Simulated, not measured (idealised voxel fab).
process module | voxel wiring stack
cross-section cut | 250 nm wide | cells 5 nm
A cross-section is a grid of square cells, given in bands from the top down. A band is one or more rows of cells.
Each band's line starts with the height of the band's top and of its bottom, in nm. Then come its materials from left to right, each with its width in nm. One material with "throughout" fills the band from edge to edge. "air" is empty space.
Height 0 is the level under which the wafer as received is all one material. The lowest band goes on downwards, as in "0 down".
A width such as "30 to 40" changes by the same amount from each row of cells to the next, from the band's top row to its bottom row.
"no change" after a step means that no cell of the cross-section changed.
closed voids: empty space of 8 cells or more with no open way to the top, each as width x height at its distance from the left edge, in nm
after a step's settings: what the simulator itself notes on the step
overlay nm, on a step with a mask: how far to the right of its planned place the mask lay; to the left if negative
Each pair below shows a cross-section before one step and the cross-section after it, down to the lowest band that changed. The line under each pair gives the step between them, with its settings. The pairs can come from different runs of this module on the same starting wafer, so a pair continues from the pair above only where its "before" says so.
before
  0 down: Si throughout
  closed voids: none
after
  15 to 0: SiO2 throughout
  below 0: unchanged
  closed voids: none
the step between: op CONFORMAL_DEP | material SiO2 | thk nm 15
before: the cross-section after the pair above
after
  20 to 15: SiN throughout
  below 15: unchanged
  closed voids: none
the step between: op CONFORMAL_DEP | material SiN | thk nm 5
before: the cross-section after the pair above
after
  45 to 20: lowk throughout
  below 20: unchanged
  closed voids: none
the step between: op DIRECTIONAL_DEP | material lowk | thk nm 25
before: the cross-section after the pair above
after
  55 to 45: aC throughout
  below 45: unchanged
  closed voids: none
the step between: op DIRECTIONAL_DEP | material aC | thk nm 10
before: the cross-section after the pair above
after
  80 to 55: resist 45 | air 25 | resist 20 | air 25 | resist 20 | air 25 | resist 20 | air 25 | resist 45
  below 55: unchanged
  closed voids: none
the step between: op PATTERN | tone open | mask id METAL_1 | material resist | width nm 25 | pitch nm 45 | thk nm 25 | overlay nm 0
before: the cross-section after the pair above
after
  70 to 55: resist 45 | air 25 | resist 20 | air 25 | resist 20 | air 25 | resist 20 | air 25 | resist 45
  55 to 45: aC 45 | air 25 | aC 20 | air 25 | aC 20 | air 25 | aC 20 | air 25 | aC 45
  below 45: unchanged
  closed voids: none
the step between: op DIRECTIONAL_ETCH | etch materials aC | depth nm 10
before: the cross-section after the pair above
after
  55 to 45: aC 45 | air 25 | aC 20 | air 25 | aC 20 | air 25 | aC 20 | air 25 | aC 45
  below 45: unchanged
  closed voids: none
the step between: op STRIP | etch materials resist
before: the cross-section after the pair above
after
  55 to 45: aC 45 | air 25 | aC 20 | air 25 | aC 20 | air 25 | aC 20 | air 25 | aC 45
  45 to 20: lowk 45 | air 25 | lowk 20 | air 25 | lowk 20 | air 25 | lowk 20 | air 25 | lowk 45
  below 20: unchanged
  closed voids: none
the step between: op DIRECTIONAL_ETCH | etch materials lowk | depth nm 25
before: the cross-section after the pair above
after
  55 to 45: aC 45 | air 25 | aC 20 | air 25 | aC 20 | air 25 | aC 20 | air 25 | aC 45
  45 to 20: lowk 45 | air 25 | lowk 20 | air 25 | lowk 20 | air 25 | lowk 20 | air 25 | lowk 45
  20 to 15: SiN 45 | air 25 | SiN 20 | air 25 | SiN 20 | air 25 | SiN 20 | air 25 | SiN 45
  below 15: unchanged
  closed voids: none
the step between: op DIRECTIONAL_ETCH | etch materials SiN | depth nm 5
before: the cross-section after the pair above
after
  45 to 20: lowk 45 | air 25 | lowk 20 | air 25 | lowk 20 | air 25 | lowk 20 | air 25 | lowk 45
  below 20: unchanged
  closed voids: none
the step between: op STRIP | etch materials aC
before: the cross-section after the pair above
after
  50 to 45: TiN 50 | air 15 | TiN 30 | air 15 | TiN 30 | air 15 | TiN 30 | air 15 | TiN 50
  45 to 20: lowk 45 | TiN 5 | air 15 | TiN 5 | lowk 20 | TiN 5 | air 15 | TiN 5 | lowk 20 | TiN 5 | air 15 | TiN 5 | lowk 20 | TiN 5 | air 15 | TiN 5 | lowk 45
  20 to 15: SiN 45 | TiN 25 | SiN 20 | TiN 25 | SiN 20 | TiN 25 | SiN 20 | TiN 25 | SiN 45
  below 15: unchanged
  closed voids: none
the step between: op CONFORMAL_DEP | material TiN | thk nm 5
before: the cross-section after the pair above
after
  60 to 50: W throughout
  50 to 45: TiN 50 | W 15 | TiN 30 | W 15 | TiN 30 | W 15 | TiN 30 | W 15 | TiN 50
  45 to 20: lowk 45 | TiN 5 | W 15 | TiN 5 | lowk 20 | TiN 5 | W 15 | TiN 5 | lowk 20 | TiN 5 | W 15 | TiN 5 | lowk 20 | TiN 5 | W 15 | TiN 5 | lowk 45
  below 20: unchanged
  closed voids: none
the step between: op FILL_DEP | material W | thk nm 10
before: the cross-section after the pair above
after
  45 to 20: lowk 45 | TiN 5 | W 15 | TiN 5 | lowk 20 | TiN 5 | W 15 | TiN 5 | lowk 20 | TiN 5 | W 15 | TiN 5 | lowk 20 | TiN 5 | W 15 | TiN 5 | lowk 45
  below 20: unchanged
  closed voids: none
the step between: op CMP | height nm 45
before: the cross-section after the pair above
after
  50 to 45: SiCN throughout
  below 45: unchanged
  closed voids: none
the step between: op CONFORMAL_DEP | material SiCN | thk nm 5
before: the cross-section after the pair above
after
  70 to 50: lowk throughout
  below 50: unchanged
  closed voids: none
the step between: op DIRECTIONAL_DEP | material lowk | thk nm 20
before: the cross-section after the pair above
after
  70 to 50: lowk 45 | air 15 | lowk 75 | air 15 | lowk 100
  below 50: unchanged
  closed voids: none
the step between: op MASKED_ETCH | tone open | mask id PLUG_1 | width nm 15 | pitch nm 90 | etch materials lowk | depth nm 20 | overlay nm 0
before: the cross-section after the pair above
after
  70 to 50: lowk 45 | air 15 | lowk 75 | air 15 | lowk 100
  50 to 45: SiCN 45 | air 15 | SiCN 75 | air 15 | SiCN 100
  below 45: unchanged
  closed voids: none
the step between: op MASKED_ETCH | tone open | mask id PLUG_1 | width nm 15 | pitch nm 90 | etch materials SiCN | depth nm 5 | overlay nm 0
before: the cross-section after the pair above
after
  70 to 55: lowk 45 | air 15 | lowk 75 | air 15 | lowk 100
  55 to 50: lowk 45 | Ru 15 | lowk 75 | Ru 15 | lowk 100
  50 to 45: SiCN 45 | Ru 15 | SiCN 75 | Ru 15 | SiCN 100
  below 45: unchanged
  closed voids: none
the step between: op EPI | material Ru | thk nm 10
before: the cross-section after the pair above
after
  70 to 65: lowk 45 | air 15 | lowk 75 | air 15 | lowk 100
  65 to 50: lowk 45 | Ru 15 | lowk 75 | Ru 15 | lowk 100
  below 50: unchanged
  closed voids: none
the step between: op EPI | material Ru | thk nm 10
before: the cross-section after the pair above
after
  70 to 50: lowk 45 | Ru 15 | lowk 75 | Ru 15 | lowk 100
  below 50: unchanged
  closed voids: none
the step between: op EPI | material Ru | thk nm 5
before: the cross-section after the pair above
after
  75 to 70: SiN throughout
  below 70: unchanged
  closed voids: none
the step between: op CONFORMAL_DEP | material SiN | thk nm 5
before: the cross-section after the pair above
after
  100 to 75: lowk throughout
  below 75: unchanged
  closed voids: none
the step between: op DIRECTIONAL_DEP | material lowk | thk nm 25
before: the cross-section after the pair above
after
  100 to 75: lowk 45 | air 25 | lowk 20 | air 25 | lowk 20 | air 25 | lowk 20 | air 25 | lowk 45
  below 75: unchanged
  closed voids: none
the step between: op MASKED_ETCH | tone open | mask id METAL_2 | width nm 25 | pitch nm 45 | etch materials lowk | depth nm 25 | overlay nm 0
before: the cross-section after the pair above
after
  100 to 75: lowk 45 | air 25 | lowk 20 | air 25 | lowk 20 | air 25 | lowk 20 | air 25 | lowk 45
  75 to 70: SiN 45 | air 25 | SiN 20 | air 25 | SiN 20 | air 25 | SiN 20 | air 25 | SiN 45
  below 70: unchanged
  closed voids: none
the step between: op MASKED_ETCH | tone open | mask id METAL_2 | width nm 25 | pitch nm 45 | etch materials SiN | depth nm 5 | overlay nm 0
before: the cross-section after the pair above
after
  105 to 100: TiN 50 | air 15 | TiN 30 | air 15 | TiN 30 | air 15 | TiN 30 | air 15 | TiN 50
  100 to 75: lowk 45 | TiN 5 | air 15 | TiN 5 | lowk 20 | TiN 5 | air 15 | TiN 5 | lowk 20 | TiN 5 | air 15 | TiN 5 | lowk 20 | TiN 5 | air 15 | TiN 5 | lowk 45
  75 to 70: SiN 45 | TiN 25 | SiN 20 | TiN 25 | SiN 20 | TiN 25 | SiN 20 | TiN 25 | SiN 45
  below 70: unchanged
  closed voids: none
the step between: op CONFORMAL_DEP | material TiN | thk nm 5
before: the cross-section after the pair above
after
  115 to 105: Ru throughout
  105 to 100: TiN 50 | Ru 15 | TiN 30 | Ru 15 | TiN 30 | Ru 15 | TiN 30 | Ru 15 | TiN 50
  100 to 75: lowk 45 | TiN 5 | Ru 15 | TiN 5 | lowk 20 | TiN 5 | Ru 15 | TiN 5 | lowk 20 | TiN 5 | Ru 15 | TiN 5 | lowk 20 | TiN 5 | Ru 15 | TiN 5 | lowk 45
  below 75: unchanged
  closed voids: none
the step between: op FILL_DEP | material Ru | thk nm 10
before: the cross-section after the pair above
after
  100 to 75: lowk 45 | TiN 5 | Ru 15 | TiN 5 | lowk 20 | TiN 5 | Ru 15 | TiN 5 | lowk 20 | TiN 5 | Ru 15 | TiN 5 | lowk 20 | TiN 5 | Ru 15 | TiN 5 | lowk 45
  below 75: unchanged
  closed voids: none
the step between: op CMP | height nm 100
before: the cross-section after the pair above
after
  105 to 100: SiCN throughout
  below 100: unchanged
  closed voids: none
the step between: op CONFORMAL_DEP | material SiCN | thk nm 5
before: the cross-section after the pair above
after
  115 to 105: lowk throughout
  below 105: unchanged
  closed voids: none
the step between: op DIRECTIONAL_DEP | material lowk | thk nm 10
before: the cross-section after the pair above
after
  135 to 115: resist 45 | air 15 | resist 30 | air 15 | resist 30 | air 15 | resist 30 | air 15 | resist 55
  below 115: unchanged
  closed voids: none
the step between: op PATTERN | tone open | mask id PLUG_2 | material resist | width nm 15 | pitch nm 45 | thk nm 20 | overlay nm 0
before: the cross-section after the pair above
after
  135 to 115: resist 45 | air 15 | resist 30 | air 15 | resist 30 | air 15 | resist 30 | air 15 | resist 55
  115 to 105: lowk 45 | air 15 | lowk 30 | air 15 | lowk 30 | air 15 | lowk 30 | air 15 | lowk 55
  below 105: unchanged
  closed voids: none
the step between: op DIRECTIONAL_ETCH | etch materials lowk | depth nm 10
before: the cross-section after the pair above
after
  135 to 115: resist 45 | air 15 | resist 30 | air 15 | resist 30 | air 15 | resist 30 | air 15 | resist 55
  115 to 105: lowk 45 | air 15 | lowk 30 | air 15 | lowk 30 | air 15 | lowk 30 | air 15 | lowk 55
  105 to 100: SiCN 45 | air 15 | SiCN 30 | air 15 | SiCN 30 | air 15 | SiCN 30 | air 15 | SiCN 55
  below 100: unchanged
  closed voids: none
the step between: op DIRECTIONAL_ETCH | etch materials SiCN | depth nm 5
before: the cross-section after the pair above
after
  115 to 105: lowk 45 | air 15 | lowk 30 | air 15 | lowk 30 | air 15 | lowk 30 | air 15 | lowk 55
  below 105: unchanged
  closed voids: none
the step between: op STRIP | etch materials resist
before: the cross-section after the pair above
after
  120 to 115: TiN 50 | air 5 | TiN 40 | air 5 | TiN 40 | air 5 | TiN 40 | air 5 | TiN 60
  115 to 105: lowk 45 | TiN 5 | air 5 | TiN 5 | lowk 30 | TiN 5 | air 5 | TiN 5 | lowk 30 | TiN 5 | air 5 | TiN 5 | lowk 30 | TiN 5 | air 5 | TiN 5 | lowk 55
  105 to 100: SiCN 45 | TiN 15 | SiCN 30 | TiN 15 | SiCN 30 | TiN 15 | SiCN 30 | TiN 15 | SiCN 55
  below 100: unchanged
  closed voids: none
the step between: op CONFORMAL_DEP | material TiN | thk nm 5
before: the cross-section after the pair above
after
  130 to 120: W throughout
  120 to 115: TiN 50 | W 5 | TiN 40 | W 5 | TiN 40 | W 5 | TiN 40 | W 5 | TiN 60
  115 to 105: lowk 45 | TiN 5 | W 5 | TiN 5 | lowk 30 | TiN 5 | W 5 | TiN 5 | lowk 30 | TiN 5 | W 5 | TiN 5 | lowk 30 | TiN 5 | W 5 | TiN 5 | lowk 55
  below 105: unchanged
  closed voids: none
the step between: op FILL_DEP | material W | thk nm 10
before: the cross-section after the pair above
after
  115 to 105: lowk 45 | TiN 5 | W 5 | TiN 5 | lowk 30 | TiN 5 | W 5 | TiN 5 | lowk 30 | TiN 5 | W 5 | TiN 5 | lowk 30 | TiN 5 | W 5 | TiN 5 | lowk 55
  below 105: unchanged
  closed voids: none
the step between: op CMP | height nm 115
before: the cross-section after the pair above
after
  120 to 115: TiN throughout
  below 115: unchanged
  closed voids: none
the step between: op DIRECTIONAL_DEP | material TiN | thk nm 5
before: the cross-section after the pair above
after
  135 to 120: W throughout
  below 120: unchanged
  closed voids: none
the step between: op DIRECTIONAL_DEP | material W | thk nm 15
before: the cross-section after the pair above
after
  145 to 135: aC throughout
  below 135: unchanged
  closed voids: none
the step between: op DIRECTIONAL_DEP | material aC | thk nm 10
before: the cross-section after the pair above
after
  175 to 145: air 45 | resist 25 | air 20 | resist 25 | air 20 | resist 25 | air 20 | resist 25 | air 45
  below 145: unchanged
  closed voids: none
the step between: op PATTERN | tone cover | mask id METAL_3 | material resist | width nm 25 | pitch nm 45 | thk nm 30 | overlay nm 0
before: the cross-section after the pair above
after
  165 to 145: air 45 | resist 25 | air 20 | resist 25 | air 20 | resist 25 | air 20 | resist 25 | air 45
  145 to 135: air 45 | aC 25 | air 20 | aC 25 | air 20 | aC 25 | air 20 | aC 25 | air 45
  below 135: unchanged
  closed voids: none
the step between: op DIRECTIONAL_ETCH | etch materials aC | depth nm 10
before: the cross-section after the pair above
after
  145 to 135: air 45 | aC 25 | air 20 | aC 25 | air 20 | aC 25 | air 20 | aC 25 | air 45
  below 135: unchanged
  closed voids: none
the step between: op STRIP | etch materials resist
before: the cross-section after the pair above
after
  145 to 135: air 45 | aC 25 | air 20 | aC 25 | air 20 | aC 25 | air 20 | aC 25 | air 45
  135 to 120: air 45 | W 25 | air 20 | W 25 | air 20 | W 25 | air 20 | W 25 | air 45
  below 120: unchanged
  closed voids: none
the step between: op DIRECTIONAL_ETCH | etch materials W | depth nm 15
before: the cross-section after the pair above
after
  145 to 135: air 45 | aC 25 | air 20 | aC 25 | air 20 | aC 25 | air 20 | aC 25 | air 45
  135 to 120: air 45 | W 25 | air 20 | W 25 | air 20 | W 25 | air 20 | W 25 | air 45
  120 to 115: air 45 | TiN 25 | air 20 | TiN 25 | air 20 | TiN 25 | air 20 | TiN 25 | air 45
  below 115: unchanged
  closed voids: none
the step between: op DIRECTIONAL_ETCH | etch materials TiN | depth nm 5
before: the cross-section after the pair above
after
  135 to 120: air 45 | W 25 | air 20 | W 25 | air 20 | W 25 | air 20 | W 25 | air 45
  below 120: unchanged
  closed voids: none
the step between: op STRIP | etch materials aC
before: the cross-section after the pair above
after
  145 to 135: lowk throughout
  135 to 120: lowk 45 | W 25 | lowk 20 | W 25 | lowk 20 | W 25 | lowk 20 | W 25 | lowk 45
  120 to 115: lowk 45 | TiN 25 | lowk 20 | TiN 25 | lowk 20 | TiN 25 | lowk 20 | TiN 25 | lowk 45
  below 115: unchanged
  closed voids: none
the step between: op FILL_DEP | material lowk | thk nm 10
before: the cross-section after the pair above
after
  135 to 120: lowk 45 | W 25 | lowk 20 | W 25 | lowk 20 | W 25 | lowk 20 | W 25 | lowk 45
  below 120: unchanged
  closed voids: none
the step between: op CMP | height nm 135
before: the cross-section after the pair above
after
  140 to 135: SiN throughout
  below 135: unchanged
  closed voids: none
the step between: op CONFORMAL_DEP | material SiN | thk nm 5
before
  0 down: Si throughout
  closed voids: none
after
  5 to 0: SiN throughout
  below 0: unchanged
  closed voids: none
the step between: op CONFORMAL_DEP | material SiN | thk nm 5
before: the cross-section after the pair above
after
  30 to 5: lowk throughout
  below 5: unchanged
  closed voids: none
the step between: op DIRECTIONAL_DEP | material lowk | thk nm 25
before: the cross-section after the pair above
after
  40 to 30: aC throughout
  below 30: unchanged
  closed voids: none
the step between: op DIRECTIONAL_DEP | material aC | thk nm 10
before: the cross-section after the pair above
after
  65 to 40: resist 45 | air 25 | resist 20 | air 25 | resist 20 | air 25 | resist 20 | air 25 | resist 45
  below 40: unchanged
  closed voids: none
the step between: op PATTERN | tone open | mask id METAL_1 | material resist | width nm 25 | pitch nm 45 | thk nm 25 | overlay nm 0
before: the cross-section after the pair above
after
  55 to 40: resist 45 | air 25 | resist 20 | air 25 | resist 20 | air 25 | resist 20 | air 25 | resist 45
  40 to 30: aC 45 | air 25 | aC 20 | air 25 | aC 20 | air 25 | aC 20 | air 25 | aC 45
  below 30: unchanged
  closed voids: none
the step between: op DIRECTIONAL_ETCH | etch materials aC | depth nm 10
before: the cross-section after the pair above
after
  40 to 30: aC 45 | air 25 | aC 20 | air 25 | aC 20 | air 25 | aC 20 | air 25 | aC 45
  below 30: unchanged
  closed voids: none
the step between: op STRIP | etch materials resist
before: the cross-section after the pair above
after
  40 to 30: aC 45 | air 25 | aC 20 | air 25 | aC 20 | air 25 | aC 20 | air 25 | aC 45
  30 to 5: lowk 45 | air 25 | lowk 20 | air 25 | lowk 20 | air 25 | lowk 20 | air 25 | lowk 45
  below 5: unchanged
  closed voids: none
the step between: op DIRECTIONAL_ETCH | etch materials lowk | depth nm 25
before: the cross-section after the pair above
after
  40 to 30: aC 45 | air 25 | aC 20 | air 25 | aC 20 | air 25 | aC 20 | air 25 | aC 45
  30 to 5: lowk 45 | air 25 | lowk 20 | air 25 | lowk 20 | air 25 | lowk 20 | air 25 | lowk 45
  5 to 0: SiN 45 | air 25 | SiN 20 | air 25 | SiN 20 | air 25 | SiN 20 | air 25 | SiN 45
  below 0: unchanged
  closed voids: none
the step between: op DIRECTIONAL_ETCH | etch materials SiN | depth nm 5
before: the cross-section after the pair above
after
  30 to 5: lowk 45 | air 25 | lowk 20 | air 25 | lowk 20 | air 25 | lowk 20 | air 25 | lowk 45
  below 5: unchanged
  closed voids: none
the step between: op STRIP | etch materials aC
before: the cross-section after the pair above
after
  35 to 30: TiN 50 | air 15 | TiN 30 | air 15 | TiN 30 | air 15 | TiN 30 | air 15 | TiN 50
  30 to 5: lowk 45 | TiN 5 | air 15 | TiN 5 | lowk 20 | TiN 5 | air 15 | TiN 5 | lowk 20 | TiN 5 | air 15 | TiN 5 | lowk 20 | TiN 5 | air 15 | TiN 5 | lowk 45
  5 to 0: SiN 45 | TiN 25 | SiN 20 | TiN 25 | SiN 20 | TiN 25 | SiN 20 | TiN 25 | SiN 45
  below 0: unchanged
  closed voids: none
the step between: op CONFORMAL_DEP | material TiN | thk nm 5
before: the cross-section after the pair above
after
  45 to 35: W throughout
  35 to 30: TiN 50 | W 15 | TiN 30 | W 15 | TiN 30 | W 15 | TiN 30 | W 15 | TiN 50
  30 to 5: lowk 45 | TiN 5 | W 15 | TiN 5 | lowk 20 | TiN 5 | W 15 | TiN 5 | lowk 20 | TiN 5 | W 15 | TiN 5 | lowk 20 | TiN 5 | W 15 | TiN 5 | lowk 45
  below 5: unchanged
  closed voids: none
the step between: op FILL_DEP | material W | thk nm 10
before: the cross-section after the pair above
after
  50 to 45: SiCN throughout
  below 45: unchanged
  closed voids: none
the step between: op CONFORMAL_DEP | material SiCN | thk nm 5
before: the cross-section after the pair above
after
  70 to 50: lowk throughout
  below 50: unchanged
  closed voids: none
the step between: op DIRECTIONAL_DEP | material lowk | thk nm 20
before: the cross-section after the pair above
after
  70 to 50: lowk 45 | air 15 | lowk 75 | air 15 | lowk 100
  below 50: unchanged
  closed voids: none
the step between: op MASKED_ETCH | tone open | mask id PLUG_1 | width nm 15 | pitch nm 90 | etch materials lowk | depth nm 20 | overlay nm 0
before: the cross-section after the pair above
after
  70 to 50: lowk 45 | air 15 | lowk 75 | air 15 | lowk 100
  50 to 45: SiCN 45 | air 15 | SiCN 75 | air 15 | SiCN 100
  below 45: unchanged
  closed voids: none
the step between: op MASKED_ETCH | tone open | mask id PLUG_1 | width nm 15 | pitch nm 90 | etch materials SiCN | depth nm 5 | overlay nm 0
before: the cross-section after the pair above
after
  70 to 55: lowk 45 | air 15 | lowk 75 | air 15 | lowk 100
  55 to 50: lowk 45 | Ru 15 | lowk 75 | Ru 15 | lowk 100
  50 to 45: SiCN 45 | Ru 15 | SiCN 75 | Ru 15 | SiCN 100
  below 45: unchanged
  closed voids: none
the step between: op EPI | material Ru | thk nm 10
before: the cross-section after the pair above
after
  70 to 65: lowk 45 | air 15 | lowk 75 | air 15 | lowk 100
  65 to 50: lowk 45 | Ru 15 | lowk 75 | Ru 15 | lowk 100
  below 50: unchanged
  closed voids: none
the step between: op EPI | material Ru | thk nm 10
before: the cross-section after the pair above
after
  70 to 50: lowk 45 | Ru 15 | lowk 75 | Ru 15 | lowk 100
  below 50: unchanged
  closed voids: none
the step between: op EPI | material Ru | thk nm 5
before: the cross-section after the pair above
after
  75 to 70: SiN throughout
  below 70: unchanged
  closed voids: none
the step between: op CONFORMAL_DEP | material SiN | thk nm 5
before: the cross-section after the pair above
after
  100 to 75: lowk throughout
  below 75: unchanged
  closed voids: none
the step between: op DIRECTIONAL_DEP | material lowk | thk nm 25
before: the cross-section after the pair above
after
  100 to 75: lowk 45 | air 25 | lowk 20 | air 25 | lowk 20 | air 25 | lowk 20 | air 25 | lowk 45
  below 75: unchanged
  closed voids: none
the step between: op MASKED_ETCH | tone open | mask id METAL_2 | width nm 25 | pitch nm 45 | etch materials lowk | depth nm 25 | overlay nm 0
before: the cross-section after the pair above
after
  100 to 75: lowk 45 | air 25 | lowk 20 | air 25 | lowk 20 | air 25 | lowk 20 | air 25 | lowk 45
  75 to 70: SiN 45 | air 25 | SiN 20 | air 25 | SiN 20 | air 25 | SiN 20 | air 25 | SiN 45
  below 70: unchanged
  closed voids: none
the step between: op MASKED_ETCH | tone open | mask id METAL_2 | width nm 25 | pitch nm 45 | etch materials SiN | depth nm 5 | overlay nm 0
before: the cross-section after the pair above
after
  105 to 100: TiN 50 | air 15 | TiN 30 | air 15 | TiN 30 | air 15 | TiN 30 | air 15 | TiN 50
  100 to 75: lowk 45 | TiN 5 | air 15 | TiN 5 | lowk 20 | TiN 5 | air 15 | TiN 5 | lowk 20 | TiN 5 | air 15 | TiN 5 | lowk 20 | TiN 5 | air 15 | TiN 5 | lowk 45
  75 to 70: SiN 45 | TiN 25 | SiN 20 | TiN 25 | SiN 20 | TiN 25 | SiN 20 | TiN 25 | SiN 45
  below 70: unchanged
  closed voids: none
the step between: op CONFORMAL_DEP | material TiN | thk nm 5
before: the cross-section after the pair above
after
  115 to 105: Ru throughout
  105 to 100: TiN 50 | Ru 15 | TiN 30 | Ru 15 | TiN 30 | Ru 15 | TiN 30 | Ru 15 | TiN 50
  100 to 75: lowk 45 | TiN 5 | Ru 15 | TiN 5 | lowk 20 | TiN 5 | Ru 15 | TiN 5 | lowk 20 | TiN 5 | Ru 15 | TiN 5 | lowk 20 | TiN 5 | Ru 15 | TiN 5 | lowk 45
  below 75: unchanged
  closed voids: none
the step between: op FILL_DEP | material Ru | thk nm 10
before: the cross-section after the pair above
after
  100 to 75: lowk 45 | TiN 5 | Ru 15 | TiN 5 | lowk 20 | TiN 5 | Ru 15 | TiN 5 | lowk 20 | TiN 5 | Ru 15 | TiN 5 | lowk 20 | TiN 5 | Ru 15 | TiN 5 | lowk 45
  below 75: unchanged
  closed voids: none
the step between: op CMP | height nm 100
before: the cross-section after the pair above
after
  105 to 100: SiCN throughout
  below 100: unchanged
  closed voids: none
the step between: op CONFORMAL_DEP | material SiCN | thk nm 5
before: the cross-section after the pair above
after
  115 to 105: lowk throughout
  below 105: unchanged
  closed voids: none
the step between: op DIRECTIONAL_DEP | material lowk | thk nm 10
before: the cross-section after the pair above
after
  135 to 115: resist 45 | air 15 | resist 30 | air 15 | resist 30 | air 15 | resist 30 | air 15 | resist 55
  below 115: unchanged
  closed voids: none
the step between: op PATTERN | tone open | mask id PLUG_2 | material resist | width nm 15 | pitch nm 45 | thk nm 20 | overlay nm 0
before: the cross-section after the pair above
after
  135 to 115: resist 45 | air 15 | resist 30 | air 15 | resist 30 | air 15 | resist 30 | air 15 | resist 55
  115 to 105: lowk 45 | air 15 | lowk 30 | air 15 | lowk 30 | air 15 | lowk 30 | air 15 | lowk 55
  below 105: unchanged
  closed voids: none
the step between: op DIRECTIONAL_ETCH | etch materials lowk | depth nm 10
before: the cross-section after the pair above
after
  135 to 115: resist 45 | air 15 | resist 30 | air 15 | resist 30 | air 15 | resist 30 | air 15 | resist 55
  115 to 105: lowk 45 | air 15 | lowk 30 | air 15 | lowk 30 | air 15 | lowk 30 | air 15 | lowk 55
  105 to 100: SiCN 45 | air 15 | SiCN 30 | air 15 | SiCN 30 | air 15 | SiCN 30 | air 15 | SiCN 55
  below 100: unchanged
  closed voids: none
the step between: op DIRECTIONAL_ETCH | etch materials SiCN | depth nm 5
before: the cross-section after the pair above
after
  115 to 105: lowk 45 | air 15 | lowk 30 | air 15 | lowk 30 | air 15 | lowk 30 | air 15 | lowk 55
  below 105: unchanged
  closed voids: none
the step between: op STRIP | etch materials resist
before: the cross-section after the pair above
after
  120 to 115: TiN 50 | air 5 | TiN 40 | air 5 | TiN 40 | air 5 | TiN 40 | air 5 | TiN 60
  115 to 105: lowk 45 | TiN 5 | air 5 | TiN 5 | lowk 30 | TiN 5 | air 5 | TiN 5 | lowk 30 | TiN 5 | air 5 | TiN 5 | lowk 30 | TiN 5 | air 5 | TiN 5 | lowk 55
  105 to 100: SiCN 45 | TiN 15 | SiCN 30 | TiN 15 | SiCN 30 | TiN 15 | SiCN 30 | TiN 15 | SiCN 55
  below 100: unchanged
  closed voids: none
the step between: op CONFORMAL_DEP | material TiN | thk nm 5
before: the cross-section after the pair above
after
  130 to 120: W throughout
  120 to 115: TiN 50 | W 5 | TiN 40 | W 5 | TiN 40 | W 5 | TiN 40 | W 5 | TiN 60
  115 to 105: lowk 45 | TiN 5 | W 5 | TiN 5 | lowk 30 | TiN 5 | W 5 | TiN 5 | lowk 30 | TiN 5 | W 5 | TiN 5 | lowk 30 | TiN 5 | W 5 | TiN 5 | lowk 55
  below 105: unchanged
  closed voids: none
the step between: op FILL_DEP | material W | thk nm 10
before: the cross-section after the pair above
after
  115 to 105: lowk 45 | TiN 5 | W 5 | TiN 5 | lowk 30 | TiN 5 | W 5 | TiN 5 | lowk 30 | TiN 5 | W 5 | TiN 5 | lowk 30 | TiN 5 | W 5 | TiN 5 | lowk 55
  below 105: unchanged
  closed voids: none
the step between: op CMP | height nm 115
before: the cross-section after the pair above
after
  120 to 115: TiN throughout
  below 115: unchanged
  closed voids: none
the step between: op DIRECTIONAL_DEP | material TiN | thk nm 5
before: the cross-section after the pair above
after
  135 to 120: W throughout
  below 120: unchanged
  closed voids: none
the step between: op DIRECTIONAL_DEP | material W | thk nm 15
before: the cross-section after the pair above
after
  145 to 135: aC throughout
  below 135: unchanged
  closed voids: none
the step between: op DIRECTIONAL_DEP | material aC | thk nm 10
before: the cross-section after the pair above
after
  175 to 145: air 45 | resist 25 | air 20 | resist 25 | air 20 | resist 25 | air 20 | resist 25 | air 45
  below 145: unchanged
  closed voids: none
the step between: op PATTERN | tone cover | mask id METAL_3 | material resist | width nm 25 | pitch nm 45 | thk nm 30 | overlay nm 0
before: the cross-section after the pair above
after
  165 to 145: air 45 | resist 25 | air 20 | resist 25 | air 20 | resist 25 | air 20 | resist 25 | air 45
  145 to 135: air 45 | aC 25 | air 20 | aC 25 | air 20 | aC 25 | air 20 | aC 25 | air 45
  below 135: unchanged
  closed voids: none
the step between: op DIRECTIONAL_ETCH | etch materials aC | depth nm 10
before: the cross-section after the pair above
after
  145 to 135: air 45 | aC 25 | air 20 | aC 25 | air 20 | aC 25 | air 20 | aC 25 | air 45
  below 135: unchanged
  closed voids: none
the step between: op STRIP | etch materials resist
before: the cross-section after the pair above
after
  145 to 135: air 45 | aC 25 | air 20 | aC 25 | air 20 | aC 25 | air 20 | aC 25 | air 45
  135 to 120: air 45 | W 25 | air 20 | W 25 | air 20 | W 25 | air 20 | W 25 | air 45
  below 120: unchanged
  closed voids: none
the step between: op DIRECTIONAL_ETCH | etch materials W | depth nm 15
before: the cross-section after the pair above
after
  145 to 135: air 45 | aC 25 | air 20 | aC 25 | air 20 | aC 25 | air 20 | aC 25 | air 45
  135 to 120: air 45 | W 25 | air 20 | W 25 | air 20 | W 25 | air 20 | W 25 | air 45
  120 to 115: air 45 | TiN 25 | air 20 | TiN 25 | air 20 | TiN 25 | air 20 | TiN 25 | air 45
  below 115: unchanged
  closed voids: none
the step between: op DIRECTIONAL_ETCH | etch materials TiN | depth nm 5
before: the cross-section after the pair above
after
  135 to 120: air 45 | W 25 | air 20 | W 25 | air 20 | W 25 | air 20 | W 25 | air 45
  below 120: unchanged
  closed voids: none
the step between: op STRIP | etch materials aC
before: the cross-section after the pair above
after
  145 to 135: lowk throughout
  135 to 120: lowk 45 | W 25 | lowk 20 | W 25 | lowk 20 | W 25 | lowk 20 | W 25 | lowk 45
  120 to 115: lowk 45 | TiN 25 | lowk 20 | TiN 25 | lowk 20 | TiN 25 | lowk 20 | TiN 25 | lowk 45
  below 115: unchanged
  closed voids: none
the step between: op FILL_DEP | material lowk | thk nm 10
before: the cross-section after the pair above
after
  135 to 120: lowk 45 | W 25 | lowk 20 | W 25 | lowk 20 | W 25 | lowk 20 | W 25 | lowk 45
  below 120: unchanged
  closed voids: none
the step between: op CMP | height nm 135
before: the cross-section after the pair above
after
  140 to 135: SiN throughout
  below 135: unchanged
  closed voids: none
the step between: op CONFORMAL_DEP | material SiN | thk nm 5
before
  70 to 50: lowk throughout
  50 to 45: SiCN throughout
  45 to 20: lowk 45 | TiN 5 | W 15 | TiN 5 | lowk 20 | TiN 5 | W 15 | TiN 5 | lowk 20 | TiN 5 | W 15 | TiN 5 | lowk 20 | TiN 5 | W 15 | TiN 5 | lowk 45
  20 to 15: SiN 45 | TiN 25 | SiN 20 | TiN 25 | SiN 20 | TiN 25 | SiN 20 | TiN 25 | SiN 45
  15 to 0: SiO2 throughout
  0 down: Si throughout
  closed voids: none
after
  90 to 50: lowk throughout
  below 50: unchanged
  closed voids: none
the step between: op DIRECTIONAL_DEP | material lowk | thk nm 20
before: the cross-section after the pair above
after
  90 to 70: lowk 45 | air 15 | lowk 75 | air 15 | lowk 100
  below 70: unchanged
  closed voids: none
the step between: op MASKED_ETCH | tone open | mask id PLUG_1 | width nm 15 | pitch nm 90 | etch materials lowk | depth nm 20 | overlay nm 0
